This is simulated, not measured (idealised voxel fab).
The following is a process module called voxel double patterning.
Shown is cross-section cut, with a width of 175 nm and square cells of size 5 nm.
Cross-section layout: square cells on a grid; listed as bands, top to bottom; a band spans one or more cell rows.
Top, bottom (nm), then materials left to right with widths (nm); lone material tagged "all across" fills the whole band edge to edge; "blank" = empty space.
Height is counted from the level 0, under which the received wafer is composed throughout of one material. The lowest of the bands is not closed at the bottom but continues downward, in the notation "0 -> down".
You'd read "30->40" like this: the band's top row of cells is as wide as the first number, its bottom row is as wide as the second, and going down, every row changes width by the same amount as the row before did.
You'll sometimes find "no change" written for a step, and that's the way of saying that nowhere in the cross-section did a cell change during that step.
Any empty space of 8 cells or more lacking an open way to the top shows up in "Encapsulated voids" as width x height at distance, distance from the left edge, in nm.
after a step's settings: what the simulator itself notes on the step
"overlay nm" answers the question of how far to the right of plan the mask lay on a step that has a mask, and when it is negative the answer is to the left.

# The process steps that were planned are listed below
- 1: RECEIVE (material Si)
- 2: CONFORMAL_DEP (material SiN; thk nm 10)
- 3: DIRECTIONAL_DEP (material SiO2; thk nm 15)
- 4: DIRECTIONAL_DEP (material SiCN; thk nm 10)
- 5: DIRECTIONAL_DEP (material aC; thk nm 10)
- 6: PATTERN (tone open; mask id FIRST; material resist; width nm 15; pitch nm 50; thk nm 30; overlay nm 0)
- 7: DIRECTIONAL_ETCH (etch materials aC; depth nm 10)
- 8: STRIP (etch materials resist)
- 9: DIRECTIONAL_ETCH (etch materials SiCN; depth nm 10)
- 10: STRIP (etch materials aC)
- 11: MASKED_ETCH (tone open; mask id SECOND; width nm 15; pitch nm 50; etch materials SiCN; depth nm 10; overlay nm 0)
- 12: DIRECTIONAL_ETCH (etch materials SiO2; depth nm 15)
- 13: STRIP (etch materials SiCN)

# Cross-sectional view of the wafer in its as-received condition, corresponding to the state after step 1
	0 -> down  Si all across
	Encapsulated voids: none

# Cross-sectional result after module completion. Note: starting condition and plan are unchanged from above; one processing mistake was made
	25 -> 10  SiO2 30 nm  blank 15 nm  SiO2 5 nm  blank 25 nm  SiO2 5 nm  blank 15 nm  SiO2 5 nm  blank 25 nm  SiO2 5 nm  blank 15 nm  SiO2 30 nm
	10 -> 0  SiN all across
	0 -> down  Si all across
	Encapsulated voids: none
Run error: step 11 ran as: MASKED_ETCH (tone open; mask id SECOND; width nm 25; pitch nm 50; etch materials SiCN; depth nm 10; overlay nm 0)
